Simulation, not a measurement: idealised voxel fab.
process module | voxel transistor to metal
cross-section cut | 205 nm wide | cells 5 nm
A cross-section is a grid of square cells, given in bands from the top down. A band is one or more rows of cells.
Each band's line starts with the height of the band's top and of its bottom, in nm. Then come its materials from left to right, each with its width in nm. One material with "throughout" fills the band from edge to edge. "air" is empty space.
Height 0 is the level under which the wafer as received is all one material. The lowest band goes on downwards, as in "0 down".
A width such as "30 to 40" changes by the same amount from each row of cells to the next, from the band's top row to its bottom row.
"no change" after a step means that no cell of the cross-section changed.
closed voids: empty space of 8 cells or more with no open way to the top, each as width x height at its distance from the left edge, in nm
after a step's settings: what the simulator itself notes on the step
overlay nm, on a step with a mask: how far to the right of its planned place the mask lay; to the left if negative
plan
1 op RECEIVE | material Si
2 op OXIDIZE | depth nm 5
3 op CONFORMAL_DEP | material SiN | thk nm 10
4 op MASKED_ETCH | tone cover | mask id ACTIVE | width nm 95 | etch materials SiN | depth nm 10 | overlay nm 0
5 op MASKED_ETCH | tone cover | mask id ACTIVE | width nm 95 | etch materials SiO2 | depth nm 5 | overlay nm 0
6 op MASKED_ETCH | tone cover | mask id ACTIVE | width nm 95 | etch materials Si | depth nm 30 | overlay nm 0
7 op OXIDIZE | depth nm 5
8 op FILL_DEP | material SiO2 | thk nm 5
9 op CMP | height nm 10
10 op SELECTIVE_ETCH | etch materials SiO2 | depth nm 5
11 op STRIP | etch materials SiN
12 op SELECTIVE_ETCH | etch materials SiO2 | depth nm 5
13 op OXIDIZE | depth nm 5
14 op DIRECTIONAL_DEP | material polySi | thk nm 20
15 op DIRECTIONAL_DEP | material SiCN | thk nm 10
16 op MASKED_ETCH | tone cover | mask id GATE | width nm 25 | etch materials SiCN | depth nm 20 | overlay nm 0
17 op MASKED_ETCH | tone cover | mask id GATE | width nm 25 | etch materials polySi | depth nm 30 | overlay nm 0
18 op CONFORMAL_DEP | material SiO2 | thk nm 5
19 op DIRECTIONAL_ETCH | etch materials SiO2 | depth nm 5
20 op CONFORMAL_DEP | material SiN | thk nm 5
21 op DIRECTIONAL_ETCH | etch materials SiN | depth nm 5
22 op DIRECTIONAL_ETCH | etch materials SiO2 | depth nm 5
23 op EPI | material pSi | thk nm 5
24 op FILL_DEP | material SiO2 | thk nm 10
25 op CMP | height nm 25
26 op DIRECTIONAL_DEP | material SiO2 | thk nm 10
27 op DIRECTIONAL_DEP | material aC | thk nm 15
28 op PATTERN | tone open | mask id CONTACT | material resist | width nm 15 | pitch nm 70 | thk nm 35 | overlay nm 0
29 op DIRECTIONAL_ETCH | etch materials aC | depth nm 15
30 op STRIP | etch materials resist
31 op DIRECTIONAL_ETCH | etch materials SiO2 | depth nm 40
32 op STRIP | etch materials aC
33 op CONFORMAL_DEP | material TiN | thk nm 5
34 op FILL_DEP | material W | thk nm 10
35 op CMP | height nm 35
36 op CONFORMAL_DEP | material SiCN | thk nm 5
37 op DIRECTIONAL_DEP | material lowk | thk nm 20
38 op MASKED_ETCH | tone open | mask id METAL_1 | width nm 15 | pitch nm 70 | etch materials lowk | depth nm 20 | overlay nm 0
39 op MASKED_ETCH | tone open | mask id METAL_1 | width nm 15 | pitch nm 70 | etch materials SiCN | depth nm 5 | overlay nm 0
40 op CONFORMAL_DEP | material TiN | thk nm 5
41 op FILL_DEP | material Cu | thk nm 10
42 op CMP | height nm 60
43 op CONFORMAL_DEP | material SiN | thk nm 5
first wafer, as planned
as received, after step 1
  0 down: Si throughout
  closed voids: none
after step 2
  0 to -5: SiO2 throughout
  below -5: unchanged
after step 3
  10 to 0: SiN throughout
  below 0: unchanged
after step 4
  10 to 0: air 55 | SiN 95 | air 55
  below 0: unchanged
after step 5
  10 to 0: air 55 | SiN 95 | air 55
  0 to -5: air 55 | SiO2 95 | air 55
  below -5: unchanged
after step 6
  10 to 0: air 55 | SiN 95 | air 55
  0 to -5: air 55 | SiO2 95 | air 55
  -5 to -35: air 55 | Si 95 | air 55
  below -35: unchanged
after step 7
  10 to 0: air 55 | SiN 95 | air 55
  0 to -5: air 55 | SiO2 95 | air 55
  -5 to -35: air 55 | SiO2 5 | Si 85 | SiO2 5 | air 55
  -35 to -40: SiO2 60 | Si 85 | SiO2 60
  below -40: unchanged
after step 8
  15 to 10: SiO2 throughout
  10 to 0: SiO2 55 | SiN 95 | SiO2 55
  0 to -5: SiO2 throughout
  -5 to -40: SiO2 60 | Si 85 | SiO2 60
  below -40: unchanged
after step 9
  10 to 0: SiO2 55 | SiN 95 | SiO2 55
  below 0: unchanged
after step 10
  10 to 5: air 55 | SiN 95 | air 55
  below 5: unchanged
after step 11
  5 to 0: SiO2 55 | air 95 | SiO2 55
  below 0: unchanged
after step 12
  0 to -5: SiO2 50 | air 105 | SiO2 50
  below -5: unchanged
after step 13
  0 to -5: SiO2 50 | air 105 | SiO2 50
  -5 to -10: SiO2 throughout
  below -10: unchanged
after step 14
  20 to 15: polySi 50 | air 105 | polySi 50
  15 to 0: polySi throughout
  0 to -5: SiO2 50 | polySi 105 | SiO2 50
  below -5: unchanged
after step 15
  30 to 25: SiCN 50 | air 105 | SiCN 50
  25 to 20: SiCN throughout
  20 to 15: polySi 50 | SiCN 105 | polySi 50
  below 15: unchanged
after step 16
  25 to 20: air 90 | SiCN 25 | air 90
  20 to 15: polySi 50 | air 40 | SiCN 25 | air 40 | polySi 50
  below 15: unchanged
after step 17
  25 to 15: air 90 | SiCN 25 | air 90
  15 to 0: air 90 | polySi 25 | air 90
  0 to -5: SiO2 50 | air 40 | polySi 25 | air 40 | SiO2 50
  below -5: unchanged
after step 18
  30 to 25: air 85 | SiO2 35 | air 85
  25 to 15: air 85 | SiO2 5 | SiCN 25 | SiO2 5 | air 85
  15 to 5: air 85 | SiO2 5 | polySi 25 | SiO2 5 | air 85
  5 to 0: SiO2 55 | air 30 | SiO2 5 | polySi 25 | SiO2 5 | air 30 | SiO2 55
  0 to -5: SiO2 90 | polySi 25 | SiO2 90
  below -5: unchanged
after step 19
  25 to 15: air 85 | SiO2 5 | SiCN 25 | SiO2 5 | air 85
  15 to 0: air 85 | SiO2 5 | polySi 25 | SiO2 5 | air 85
  0 to -5: SiO2 55 | air 30 | SiO2 5 | polySi 25 | SiO2 5 | air 30 | SiO2 55
  below -5: unchanged
after step 20
  30 to 25: air 80 | SiN 45 | air 80
  25 to 15: air 80 | SiN 5 | SiO2 5 | SiCN 25 | SiO2 5 | SiN 5 | air 80
  15 to 5: air 80 | SiN 5 | SiO2 5 | polySi 25 | SiO2 5 | SiN 5 | air 80
  5 to 0: SiN 60 | air 20 | SiN 5 | SiO2 5 | polySi 25 | SiO2 5 | SiN 5 | air 20 | SiN 60
  0 to -5: SiO2 55 | SiN 30 | SiO2 5 | polySi 25 | SiO2 5 | SiN 30 | SiO2 55
  below -5: unchanged
after step 21
  25 to 15: air 80 | SiN 5 | SiO2 5 | SiCN 25 | SiO2 5 | SiN 5 | air 80
  15 to 0: air 80 | SiN 5 | SiO2 5 | polySi 25 | SiO2 5 | SiN 5 | air 80
  0 to -5: SiO2 55 | SiN 5 | air 20 | SiN 5 | SiO2 5 | polySi 25 | SiO2 5 | SiN 5 | air 20 | SiN 5 | SiO2 55
  below -5: unchanged
after step 22
  25 to 20: air 80 | SiN 5 | air 5 | SiCN 25 | air 5 | SiN 5 | air 80
  20 to 15: air 80 | SiN 5 | SiO2 5 | SiCN 25 | SiO2 5 | SiN 5 | air 80
  15 to 0: air 80 | SiN 5 | SiO2 5 | polySi 25 | SiO2 5 | SiN 5 | air 80
  0 to -5: air 55 | SiN 5 | air 20 | SiN 5 | SiO2 5 | polySi 25 | SiO2 5 | SiN 5 | air 20 | SiN 5 | air 55
  -5 to -10: SiO2 60 | air 20 | SiO2 45 | air 20 | SiO2 60
  below -10: unchanged
after step 23
  25 to 20: air 80 | SiN 5 | air 5 | SiCN 25 | air 5 | SiN 5 | air 80
  20 to 15: air 80 | SiN 5 | SiO2 5 | SiCN 25 | SiO2 5 | SiN 5 | air 80
  15 to 0: air 80 | SiN 5 | SiO2 5 | polySi 25 | SiO2 5 | SiN 5 | air 80
  0 to -5: air 55 | SiN 5 | air 20 | SiN 5 | SiO2 5 | polySi 25 | SiO2 5 | SiN 5 | air 20 | SiN 5 | air 55
  -5 to -10: SiO2 60 | pSi 20 | SiO2 45 | pSi 20 | SiO2 60
  below -10: unchanged
after step 24
  35 to 25: SiO2 throughout
  25 to 15: SiO2 80 | SiN 5 | SiO2 5 | SiCN 25 | SiO2 5 | SiN 5 | SiO2 80
  15 to 0: SiO2 80 | SiN 5 | SiO2 5 | polySi 25 | SiO2 5 | SiN 5 | SiO2 80
  0 to -5: SiO2 55 | SiN 5 | SiO2 20 | SiN 5 | SiO2 5 | polySi 25 | SiO2 5 | SiN 5 | SiO2 20 | SiN 5 | SiO2 55
  below -5: unchanged
after step 25
  25 to 15: SiO2 80 | SiN 5 | SiO2 5 | SiCN 25 | SiO2 5 | SiN 5 | SiO2 80
  below 15: unchanged
after step 26
  35 to 25: SiO2 throughout
  below 25: unchanged
after step 27
  50 to 35: aC throughout
  below 35: unchanged
after step 28
  85 to 50: resist 60 | air 15 | resist 55 | air 15 | resist 60
  below 50: unchanged
after step 29
  70 to 50: resist 60 | air 15 | resist 55 | air 15 | resist 60
  50 to 35: aC 60 | air 15 | aC 55 | air 15 | aC 60
  below 35: unchanged
after step 30
  50 to 35: aC 60 | air 15 | aC 55 | air 15 | aC 60
  below 35: unchanged
after step 31
  50 to 35: aC 60 | air 15 | aC 55 | air 15 | aC 60
  35 to 25: SiO2 60 | air 15 | SiO2 55 | air 15 | SiO2 60
  25 to 15: SiO2 60 | air 15 | SiO2 5 | SiN 5 | SiO2 5 | SiCN 25 | SiO2 5 | SiN 5 | SiO2 5 | air 15 | SiO2 60
  15 to 0: SiO2 60 | air 15 | SiO2 5 | SiN 5 | SiO2 5 | polySi 25 | SiO2 5 | SiN 5 | SiO2 5 | air 15 | SiO2 60
  0 to -5: SiO2 55 | SiN 5 | air 15 | SiO2 5 | SiN 5 | SiO2 5 | polySi 25 | SiO2 5 | SiN 5 | SiO2 5 | air 15 | SiN 5 | SiO2 55
  below -5: unchanged
after step 32
  35 to 25: SiO2 60 | air 15 | SiO2 55 | air 15 | SiO2 60
  below 25: unchanged
after step 33
  40 to 35: TiN 65 | air 5 | TiN 65 | air 5 | TiN 65
  35 to 25: SiO2 60 | TiN 5 | air 5 | TiN 5 | SiO2 55 | TiN 5 | air 5 | TiN 5 | SiO2 60
  25 to 15: SiO2 60 | TiN 5 | air 5 | TiN 5 | SiO2 5 | SiN 5 | SiO2 5 | SiCN 25 | SiO2 5 | SiN 5 | SiO2 5 | TiN 5 | air 5 | TiN 5 | SiO2 60
  15 to 0: SiO2 60 | TiN 5 | air 5 | TiN 5 | SiO2 5 | SiN 5 | SiO2 5 | polySi 25 | SiO2 5 | SiN 5 | SiO2 5 | TiN 5 | air 5 | TiN 5 | SiO2 60
  0 to -5: SiO2 55 | SiN 5 | TiN 15 | SiO2 5 | SiN 5 | SiO2 5 | polySi 25 | SiO2 5 | SiN 5 | SiO2 5 | TiN 15 | SiN 5 | SiO2 55
  below -5: unchanged
after step 34
  50 to 40: W throughout
  40 to 35: TiN 65 | W 5 | TiN 65 | W 5 | TiN 65
  35 to 25: SiO2 60 | TiN 5 | W 5 | TiN 5 | SiO2 55 | TiN 5 | W 5 | TiN 5 | SiO2 60
  25 to 15: SiO2 60 | TiN 5 | W 5 | TiN 5 | SiO2 5 | SiN 5 | SiO2 5 | SiCN 25 | SiO2 5 | SiN 5 | SiO2 5 | TiN 5 | W 5 | TiN 5 | SiO2 60
  15 to 0: SiO2 60 | TiN 5 | W 5 | TiN 5 | SiO2 5 | SiN 5 | SiO2 5 | polySi 25 | SiO2 5 | SiN 5 | SiO2 5 | TiN 5 | W 5 | TiN 5 | SiO2 60
  below 0: unchanged
after step 35
  35 to 25: SiO2 60 | TiN 5 | W 5 | TiN 5 | SiO2 55 | TiN 5 | W 5 | TiN 5 | SiO2 60
  below 25: unchanged
after step 36
  40 to 35: SiCN throughout
  below 35: unchanged
after step 37
  60 to 40: lowk throughout
  below 40: unchanged
after step 38
  60 to 40: lowk 60 | air 15 | lowk 55 | air 15 | lowk 60
  below 40: unchanged
after step 39
  60 to 40: lowk 60 | air 15 | lowk 55 | air 15 | lowk 60
  40 to 35: SiCN 60 | air 15 | SiCN 55 | air 15 | SiCN 60
  below 35: unchanged
after step 40
  65 to 60: TiN 65 | air 5 | TiN 65 | air 5 | TiN 65
  60 to 40: lowk 60 | TiN 5 | air 5 | TiN 5 | lowk 55 | TiN 5 | air 5 | TiN 5 | lowk 60
  40 to 35: SiCN 60 | TiN 15 | SiCN 55 | TiN 15 | SiCN 60
  below 35: unchanged
after step 41
  75 to 65: Cu throughout
  65 to 60: TiN 65 | Cu 5 | TiN 65 | Cu 5 | TiN 65
  60 to 40: lowk 60 | TiN 5 | Cu 5 | TiN 5 | lowk 55 | TiN 5 | Cu 5 | TiN 5 | lowk 60
  below 40: unchanged
after step 42
  60 to 40: lowk 60 | TiN 5 | Cu 5 | TiN 5 | lowk 55 | TiN 5 | Cu 5 | TiN 5 | lowk 60
  below 40: unchanged
after step 43
  65 to 60: SiN throughout
  below 60: unchanged
second wafer: like start, like plan, one mistake. Through step 3 it matches the first wafer
when step 4 should have ended
  10 to 0: air 50 | SiN 95 | air 60
  below 0: unchanged
when step 5 should have ended
  10 to 0: air 50 | SiN 95 | air 60
  0 to -5: air 50 | SiO2 100 | air 55
  below -5: unchanged
when step 6 should have ended
  10 to 0: air 50 | SiN 95 | air 60
  0 to -5: air 50 | SiO2 100 | air 55
  -5 to -35: air 50 | Si 100 | air 55
  below -35: unchanged
when step 7 should have ended
  10 to 0: air 50 | SiN 95 | air 60
  0 to -5: air 50 | SiO2 100 | air 55
  -5 to -35: air 50 | SiO2 5 | Si 90 | SiO2 5 | air 55
  -35 to -40: SiO2 55 | Si 90 | SiO2 60
  below -40: unchanged
when step 8 should have ended
  15 to 10: SiO2 throughout
  10 to 0: SiO2 50 | SiN 95 | SiO2 60
  0 to -5: SiO2 throughout
  -5 to -40: SiO2 55 | Si 90 | SiO2 60
  below -40: unchanged
when step 9 should have ended
  10 to 0: SiO2 50 | SiN 95 | SiO2 60
  below 0: unchanged
when step 10 should have ended
  10 to 5: air 50 | SiN 95 | air 60
  below 5: unchanged
when step 11 should have ended
  5 to 0: SiO2 50 | air 95 | SiO2 60
  below 0: unchanged
when step 12 should have ended
  0 to -5: SiO2 45 | air 105 | SiO2 55
  below -5: unchanged
when step 13 should have ended
  0 to -5: SiO2 45 | air 105 | SiO2 55
  -5 to -10: SiO2 throughout
  below -10: unchanged
when step 14 should have ended
  20 to 15: polySi 45 | air 105 | polySi 55
  15 to 0: polySi throughout
  0 to -5: SiO2 45 | polySi 105 | SiO2 55
  below -5: unchanged
when step 15 should have ended
  30 to 25: SiCN 45 | air 105 | SiCN 55
  25 to 20: SiCN throughout
  20 to 15: polySi 45 | SiCN 105 | polySi 55
  below 15: unchanged
when step 16 should have ended
  25 to 20: air 90 | SiCN 25 | air 90
  20 to 15: polySi 45 | air 45 | SiCN 25 | air 35 | polySi 55
  below 15: unchanged
when step 17 should have ended
  25 to 15: air 90 | SiCN 25 | air 90
  15 to 0: air 90 | polySi 25 | air 90
  0 to -5: SiO2 45 | air 45 | polySi 25 | air 35 | SiO2 55
  below -5: unchanged
when step 18 should have ended
  30 to 25: air 85 | SiO2 35 | air 85
  25 to 15: air 85 | SiO2 5 | SiCN 25 | SiO2 5 | air 85
  15 to 5: air 85 | SiO2 5 | polySi 25 | SiO2 5 | air 85
  5 to 0: SiO2 50 | air 35 | SiO2 5 | polySi 25 | SiO2 5 | air 25 | SiO2 60
  0 to -5: SiO2 90 | polySi 25 | SiO2 90
  below -5: unchanged
when step 19 should have ended
  25 to 15: air 85 | SiO2 5 | SiCN 25 | SiO2 5 | air 85
  15 to 0: air 85 | SiO2 5 | polySi 25 | SiO2 5 | air 85
  0 to -5: SiO2 50 | air 35 | SiO2 5 | polySi 25 | SiO2 5 | air 25 | SiO2 60
  below -5: unchanged
when step 20 should have ended
  30 to 25: air 80 | SiN 45 | air 80
  25 to 15: air 80 | SiN 5 | SiO2 5 | SiCN 25 | SiO2 5 | SiN 5 | air 80
  15 to 5: air 80 | SiN 5 | SiO2 5 | polySi 25 | SiO2 5 | SiN 5 | air 80
  5 to 0: SiN 55 | air 25 | SiN 5 | SiO2 5 | polySi 25 | SiO2 5 | SiN 5 | air 15 | SiN 65
  0 to -5: SiO2 50 | SiN 35 | SiO2 5 | polySi 25 | SiO2 5 | SiN 25 | SiO2 60
  below -5: unchanged
when step 21 should have ended
  25 to 15: air 80 | SiN 5 | SiO2 5 | SiCN 25 | SiO2 5 | SiN 5 | air 80
  15 to 0: air 80 | SiN 5 | SiO2 5 | polySi 25 | SiO2 5 | SiN 5 | air 80
  0 to -5: SiO2 50 | SiN 5 | air 25 | SiN 5 | SiO2 5 | polySi 25 | SiO2 5 | SiN 5 | air 15 | SiN 5 | SiO2 60
  below -5: unchanged
when step 22 should have ended
  25 to 20: air 80 | SiN 5 | air 5 | SiCN 25 | air 5 | SiN 5 | air 80
  20 to 15: air 80 | SiN 5 | SiO2 5 | SiCN 25 | SiO2 5 | SiN 5 | air 80
  15 to 0: air 80 | SiN 5 | SiO2 5 | polySi 25 | SiO2 5 | SiN 5 | air 80
  0 to -5: air 50 | SiN 5 | air 25 | SiN 5 | SiO2 5 | polySi 25 | SiO2 5 | SiN 5 | air 15 | SiN 5 | air 60
  -5 to -10: SiO2 55 | air 25 | SiO2 45 | air 15 | SiO2 65
  below -10: unchanged
when step 23 should have ended
  25 to 20: air 80 | SiN 5 | air 5 | SiCN 25 | air 5 | SiN 5 | air 80
  20 to 15: air 80 | SiN 5 | SiO2 5 | SiCN 25 | SiO2 5 | SiN 5 | air 80
  15 to 0: air 80 | SiN 5 | SiO2 5 | polySi 25 | SiO2 5 | SiN 5 | air 80
  0 to -5: air 50 | SiN 5 | air 25 | SiN 5 | SiO2 5 | polySi 25 | SiO2 5 | SiN 5 | air 15 | SiN 5 | air 60
  -5 to -10: SiO2 55 | pSi 25 | SiO2 45 | pSi 15 | SiO2 65
  below -10: unchanged
when step 24 should have ended
  35 to 25: SiO2 throughout
  25 to 15: SiO2 80 | SiN 5 | SiO2 5 | SiCN 25 | SiO2 5 | SiN 5 | SiO2 80
  15 to 0: SiO2 80 | SiN 5 | SiO2 5 | polySi 25 | SiO2 5 | SiN 5 | SiO2 80
  0 to -5: SiO2 50 | SiN 5 | SiO2 25 | SiN 5 | SiO2 5 | polySi 25 | SiO2 5 | SiN 5 | SiO2 15 | SiN 5 | SiO2 60
  below -5: unchanged
when step 25 should have ended
  25 to 15: SiO2 80 | SiN 5 | SiO2 5 | SiCN 25 | SiO2 5 | SiN 5 | SiO2 80
  below 15: unchanged
when step 26 should have ended
  35 to 25: SiO2 throughout
  below 25: unchanged
when step 27 should have ended
  50 to 35: aC throughout
  below 35: unchanged
when step 28 should have ended
  85 to 50: resist 60 | air 15 | resist 55 | air 15 | resist 60
  below 50: unchanged
when step 29 should have ended
  70 to 50: resist 60 | air 15 | resist 55 | air 15 | resist 60
  50 to 35: aC 60 | air 15 | aC 55 | air 15 | aC 60
  below 35: unchanged
when step 30 should have ended
  50 to 35: aC 60 | air 15 | aC 55 | air 15 | aC 60
  below 35: unchanged
when step 31 should have ended
  50 to 35: aC 60 | air 15 | aC 55 | air 15 | aC 60
  35 to 25: SiO2 60 | air 15 | SiO2 55 | air 15 | SiO2 60
  25 to 15: SiO2 60 | air 15 | SiO2 5 | SiN 5 | SiO2 5 | SiCN 25 | SiO2 5 | SiN 5 | SiO2 5 | air 15 | SiO2 60
  15 to 0: SiO2 60 | air 15 | SiO2 5 | SiN 5 | SiO2 5 | polySi 25 | SiO2 5 | SiN 5 | SiO2 5 | air 15 | SiO2 60
  0 to -5: SiO2 50 | SiN 5 | SiO2 5 | air 15 | SiO2 5 | SiN 5 | SiO2 5 | polySi 25 | SiO2 5 | SiN 5 | SiO2 5 | air 10 | SiN 5 | SiO2 60
  below -5: unchanged
when step 32 should have ended
  35 to 25: SiO2 60 | air 15 | SiO2 55 | air 15 | SiO2 60
  below 25: unchanged
when step 33 should have ended
  40 to 35: TiN 65 | air 5 | TiN 65 | air 5 | TiN 65
  35 to 25: SiO2 60 | TiN 5 | air 5 | TiN 5 | SiO2 55 | TiN 5 | air 5 | TiN 5 | SiO2 60
  25 to 15: SiO2 60 | TiN 5 | air 5 | TiN 5 | SiO2 5 | SiN 5 | SiO2 5 | SiCN 25 | SiO2 5 | SiN 5 | SiO2 5 | TiN 5 | air 5 | TiN 5 | SiO2 60
  15 to 5: SiO2 60 | TiN 5 | air 5 | TiN 5 | SiO2 5 | SiN 5 | SiO2 5 | polySi 25 | SiO2 5 | SiN 5 | SiO2 5 | TiN 5 | air 5 | TiN 5 | SiO2 60
  5 to 0: SiO2 60 | TiN 5 | air 5 | TiN 5 | SiO2 5 | SiN 5 | SiO2 5 | polySi 25 | SiO2 5 | SiN 5 | SiO2 5 | TiN 15 | SiO2 60
  0 to -5: SiO2 50 | SiN 5 | SiO2 5 | TiN 15 | SiO2 5 | SiN 5 | SiO2 5 | polySi 25 | SiO2 5 | SiN 5 | SiO2 5 | TiN 10 | SiN 5 | SiO2 60
  below -5: unchanged
when step 34 should have ended
  50 to 40: W throughout
  40 to 35: TiN 65 | W 5 | TiN 65 | W 5 | TiN 65
  35 to 25: SiO2 60 | TiN 5 | W 5 | TiN 5 | SiO2 55 | TiN 5 | W 5 | TiN 5 | SiO2 60
  25 to 15: SiO2 60 | TiN 5 | W 5 | TiN 5 | SiO2 5 | SiN 5 | SiO2 5 | SiCN 25 | SiO2 5 | SiN 5 | SiO2 5 | TiN 5 | W 5 | TiN 5 | SiO2 60
  15 to 5: SiO2 60 | TiN 5 | W 5 | TiN 5 | SiO2 5 | SiN 5 | SiO2 5 | polySi 25 | SiO2 5 | SiN 5 | SiO2 5 | TiN 5 | W 5 | TiN 5 | SiO2 60
  5 to 0: SiO2 60 | TiN 5 | W 5 | TiN 5 | SiO2 5 | SiN 5 | SiO2 5 | polySi 25 | SiO2 5 | SiN 5 | SiO2 5 | TiN 15 | SiO2 60
  below 0: unchanged
when step 35 should have ended
  35 to 25: SiO2 60 | TiN 5 | W 5 | TiN 5 | SiO2 55 | TiN 5 | W 5 | TiN 5 | SiO2 60
  below 25: unchanged
when step 36 should have ended
  40 to 35: SiCN throughout
  below 35: unchanged
when step 37 should have ended
  60 to 40: lowk throughout
  below 40: unchanged
when step 38 should have ended
  60 to 40: lowk 60 | air 15 | lowk 55 | air 15 | lowk 60
  below 40: unchanged
when step 39 should have ended
  60 to 40: lowk 60 | air 15 | lowk 55 | air 15 | lowk 60
  40 to 35: SiCN 60 | air 15 | SiCN 55 | air 15 | SiCN 60
  below 35: unchanged
when step 40 should have ended
  65 to 60: TiN 65 | air 5 | TiN 65 | air 5 | TiN 65
  60 to 40: lowk 60 | TiN 5 | air 5 | TiN 5 | lowk 55 | TiN 5 | air 5 | TiN 5 | lowk 60
  40 to 35: SiCN 60 | TiN 15 | SiCN 55 | TiN 15 | SiCN 60
  below 35: unchanged
when step 41 should have ended
  75 to 65: Cu throughout
  65 to 60: TiN 65 | Cu 5 | TiN 65 | Cu 5 | TiN 65
  60 to 40: lowk 60 | TiN 5 | Cu 5 | TiN 5 | lowk 55 | TiN 5 | Cu 5 | TiN 5 | lowk 60
  below 40: unchanged
when step 42 should have ended
  60 to 40: lowk 60 | TiN 5 | Cu 5 | TiN 5 | lowk 55 | TiN 5 | Cu 5 | TiN 5 | lowk 60
  below 40: unchanged
when step 43 should have ended
  65 to 60: SiN throughout
  below 60: unchanged
what went wrong: step 4 ran as: op MASKED_ETCH | tone cover | mask id ACTIVE | width nm 95 | etch materials SiN | depth nm 10 | overlay nm -5
at the end the second wafer has, in cells: 6 more of Si | 5 fewer of SiO2 | 1 fewer of W
